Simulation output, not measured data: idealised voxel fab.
Process module heading - voxel double patterning
This is section cut - it's 195 nm across, gridded in 5 nm square cells.
Square cells in a grid make up a cross-section in this document, and the grid is given as bands, listed from the top down, each one or more rows of cells.
It is stipulated that each band's entry specify, in nanometres, the height of the top of the band and then that of its bottom, followed by the materials of the band in left-to-right sequence, each together with its width in nanometres. A single material marked by the word "everywhere" is understood to fill the band from edge to edge; the word "air" is understood to denote empty space.
Ref level 0: as-received wafer is one material below here. Bottom band extends down with no lower bound ("0 and below").
Width spec "30->40" -> top row of cells at first value, bottom row at second value, equal per-row change in between.
"everything unchanged" (step): cross-section cells unchanged, all of them.
Each empty space that has no open way to the top and spans at least 8 cells appears under "Sealed voids" as width x height at distance, the distance counted from the left edge, all in nm.
Text after the settings on a step's line: the simulator's own remark on that step.
A step line may carry the setting "overlay nm", which, for steps involving a mask, states the distance by which the mask lay to the right of its intended position; negative values denote displacement to the left.
THE FOLLOWING LIST GIVES THE PLANNED PROCESS STEPS
| 1 | op RECEIVE | material Si |
| 2 | op CONFORMAL_DEP | material SiO2 | thk nm 5 |
| 3 | op DIRECTIONAL_DEP | material polySi | thk nm 20 |
| 4 | op DIRECTIONAL_DEP | material SiN | thk nm 5 |
| 5 | op DIRECTIONAL_DEP | material aC | thk nm 10 |
| 6 | op PATTERN | tone open | mask id FIRST | material resist | width nm 15 | pitch nm 50 | thk nm 30 | overlay nm 0 |
| 7 | op DIRECTIONAL_ETCH | etch materials aC | depth nm 10 |
| 8 | op STRIP | etch materials resist |
| 9 | op DIRECTIONAL_ETCH | etch materials SiN | depth nm 5 |
| 10 | op STRIP | etch materials aC |
| 11 | op PATTERN | tone open | mask id SECOND | material resist | width nm 15 | thk nm 20 | overlay nm 0 |
| 12 | op DIRECTIONAL_ETCH | etch materials SiN | depth nm 5 |
| 13 | op STRIP | etch materials resist |
| 14 | op DIRECTIONAL_ETCH | etch materials polySi | depth nm 20 |
| 15 | op STRIP | etch materials SiN |
SHOWN IN CROSS-SECTION IS THE WAFER AS RECEIVED, THAT IS, AS IT STANDS AFTER STEP 1
	0 and below: Si everywhere
	Sealed voids: none
RUN AS PLANNED - FIRST OF THE TWO WAFERS CROSS-SECTIONED AT THE END OF THE MODULE
	25 down to 5: 65 nm polySi; 15 nm air; 10 nm polySi; 15 nm air; 10 nm polySi; 15 nm air; 65 nm polySi
	5 down to 0: SiO2 everywhere
	0 and below: Si everywhere
	Sealed voids: none
SECOND WAFER CROSS-SECTION AT END OF MODULE - SHARED START AND PLAN WITH THE FIRST, ONE MISTAKE IN THE RUN
	25 down to 0: SiO2 everywhere
	0 and below: Si everywhere
	Sealed voids: none
It is concluded that the wafer was processed incorrectly with respect to the plan, in that heads up, step 3 didn't go per plan, it actually ran as op DIRECTIONAL_DEP | material SiO2 | thk nm 20
Cell-count delta at end, second wafer over first, by material: 156 more of SiO2; 120 fewer of polySi
